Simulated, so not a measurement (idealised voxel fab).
The name of this process module is voxel transistor to metal.
215 nm wide, 5 nm square cells: that's cross-section cut.
The cross-sections in this document take the form of a grid made of square cells. They are written out as bands, in order from top to bottom. Each band consists of one or more rows of cells.
Top, bottom (nm), then materials left to right with widths (nm); lone material tagged "full width" fills the whole band edge to edge; "empty" = empty space.
Measure heights from 0. That's the level where, below it, the as-received wafer is all one material. The lowest band is bottomless and extends downward; write it as in "0..down".
When a width is written as two numbers, as in "30..40", the first number is the width in the top row of cells of the band and the second is the width in its bottom row, and the width changes by the same amount from each row to the next.
Step note "same as before" = no cross-section cell changed.
"Sealed void list": sealed empty spaces, 8 cells or more, no open way to top, listed width x height at distance, with distance from the left edge and width, height and distance in nm.
Read whatever lies past the settings on a step's line as the simulator's own remark about the step.
"overlay nm", when on a step's line for a step with a mask, measures how far to the right of its planned place the mask lay; a negative measure means to the left.

**Process steps foreseen in the plan**
1 RECEIVE with material Si
2 OXIDIZE with depth nm 5
3 CONFORMAL_DEP with material SiN, thk nm 15
4 MASKED_ETCH with tone cover, mask id ACTIVE, width nm 135, etch materials SiN, depth nm 15, overlay nm 0
5 MASKED_ETCH with tone cover, mask id ACTIVE, width nm 135, etch materials SiO2, depth nm 5, overlay nm 0
6 MASKED_ETCH with tone cover, mask id ACTIVE, width nm 135, etch materials Si, depth nm 35, overlay nm 0
7 OXIDIZE with depth nm 5
8 FILL_DEP with material SiO2, thk nm 5
9 CMP with height nm 15
10 SELECTIVE_ETCH with etch materials SiO2, depth nm 10
11 STRIP with etch materials SiN
12 SELECTIVE_ETCH with etch materials SiO2, depth nm 5
13 OXIDIZE with depth nm 5
14 DIRECTIONAL_DEP with material polySi, thk nm 25
15 DIRECTIONAL_DEP with material SiCN, thk nm 10
16 PATTERN with tone cover, mask id GATE, material resist, width nm 35, thk nm 15, overlay nm 0
17 DIRECTIONAL_ETCH with etch materials SiCN, depth nm 20
18 DIRECTIONAL_ETCH with etch materials polySi, depth nm 35
19 STRIP with etch materials resist
20 CONFORMAL_DEP with material SiO2, thk nm 5
21 DIRECTIONAL_ETCH with etch materials SiO2, depth nm 5
22 CONFORMAL_DEP with material SiN, thk nm 5
23 DIRECTIONAL_ETCH with etch materials SiN, depth nm 5
24 DIRECTIONAL_ETCH with etch materials SiO2, depth nm 5
25 DIRECTIONAL_ETCH with etch materials Si, depth nm 5
26 EPI with material pSi, thk nm 5
27 FILL_DEP with material SiO2, thk nm 10
28 CMP with height nm 20
29 STRIP with etch materials polySi
30 SELECTIVE_ETCH with etch materials SiO2, depth nm 5
31 CONFORMAL_DEP with material HfO2, thk nm 5
32 CONFORMAL_DEP with material TiN, thk nm 5
33 FILL_DEP with material W, thk nm 5
34 CMP with height nm 15
35 DIRECTIONAL_DEP with material SiO2, thk nm 15
36 MASKED_ETCH with tone open, mask id CONTACT, width nm 20, pitch nm 95, etch materials SiO2, depth nm 40, overlay nm 0
37 CONFORMAL_DEP with material TiN, thk nm 5
38 FILL_DEP with material Ru, thk nm 10
39 CMP with height nm 30
40 DIRECTIONAL_DEP with material TiN, thk nm 5
41 DIRECTIONAL_DEP with material W, thk nm 20
42 PATTERN with tone cover, mask id METAL_1, material resist, width nm 20, pitch nm 95, thk nm 15, overlay nm 0
43 DIRECTIONAL_ETCH with etch materials W, depth nm 20
44 DIRECTIONAL_ETCH with etch materials TiN, depth nm 5
45 STRIP with etch materials resist
46 CONFORMAL_DEP with material SiCN, thk nm 5
47 FILL_DEP with material lowk, thk nm 5
48 CMP with height nm 55
49 CONFORMAL_DEP with material SiCN, thk nm 5
50 DIRECTIONAL_DEP with material lowk, thk nm 25
51 PATTERN with tone open, mask id METAL_2_HOLES, material resist, width nm 15, pitch nm 95, thk nm 20, overlay nm 0
52 DIRECTIONAL_ETCH with etch materials lowk, depth nm 25
53 STRIP with etch materials resist
54 DIRECTIONAL_DEP with material aC, thk nm 10
55 PATTERN with tone open, mask id METAL_2, material resist, width nm 20, pitch nm 95, thk nm 25, overlay nm 0
56 DIRECTIONAL_ETCH with etch materials aC, depth nm 10
57 STRIP with etch materials resist
58 DIRECTIONAL_ETCH with etch materials lowk, depth nm 15
59 DIRECTIONAL_ETCH with etch materials SiCN, depth nm 5
60 STRIP with etch materials aC
61 CONFORMAL_DEP with material TiN, thk nm 5
62 FILL_DEP with material Ru, thk nm 5
63 CMP with height nm 85
64 CONFORMAL_DEP with material SiCN, thk nm 5

**Step 1 complete: cross-section of the wafer as received**
	0..down = Si full width
	Sealed void list: none

**What the wafer looks like in cross-section after this module, when it starts as shown above and follows the plan above but one mistake is made in running it**
	90..85 = SiCN full width
	85..75 = 50 of lowk, 5 of TiN, 10 of Ru, 5 of TiN, 75 of lowk, 5 of TiN, 10 of Ru, 5 of TiN, 50 of lowk
	75..70 = 50 of lowk, 5 of TiN, 5 of Ru, 10 of TiN, 75 of lowk, 5 of TiN, 5 of Ru, 10 of TiN, 50 of lowk
	70..60 = 50 of lowk, 5 of TiN, 5 of Ru, 5 of TiN, 80 of lowk, 5 of TiN, 5 of Ru, 5 of TiN, 55 of lowk
	60..55 = 50 of SiCN, 15 of TiN, 80 of SiCN, 15 of TiN, 55 of SiCN
	55..35 = 45 of lowk, 5 of SiCN, 20 of W, 5 of SiCN, 65 of lowk, 5 of SiCN, 20 of W, 5 of SiCN, 45 of lowk
	35..30 = 50 of SiCN, 20 of TiN, 75 of SiCN, 20 of TiN, 50 of SiCN
	30..15 = 50 of SiO2, 5 of TiN, 10 of Ru, 5 of TiN, 75 of SiO2, 5 of TiN, 10 of Ru, 5 of TiN, 50 of SiO2
	15..0 = 50 of SiO2, 5 of TiN, 10 of Ru, 5 of TiN, 10 of SiO2, 5 of SiN, 5 of TiN, 35 of W, 5 of TiN, 5 of SiN, 10 of SiO2, 5 of TiN, 10 of Ru, 5 of TiN, 50 of SiO2
	0..-5 = 40 of SiO2, 5 of SiN, 5 of SiO2, 5 of TiN, 10 of Ru, 5 of TiN, 10 of SiO2, 5 of SiN, 5 of TiN, 35 of W, 5 of TiN, 5 of SiN, 10 of SiO2, 5 of TiN, 10 of Ru, 5 of TiN, 5 of SiO2, 5 of SiN, 40 of SiO2
	-5..-10 = 50 of SiO2, 20 of TiN, 5 of SiO2, 5 of pSi, 5 of SiO2, 45 of TiN, 5 of SiO2, 5 of pSi, 5 of SiO2, 20 of TiN, 50 of SiO2
	-10..-15 = 45 of SiO2, 35 of pSi, 55 of Si, 35 of pSi, 45 of SiO2
	-15..-45 = 45 of SiO2, 125 of Si, 45 of SiO2
	-45..down = Si full width
	Sealed void list: none
Which mistake was made when the wafer was run? plan step 31 was not performed, having been skipped
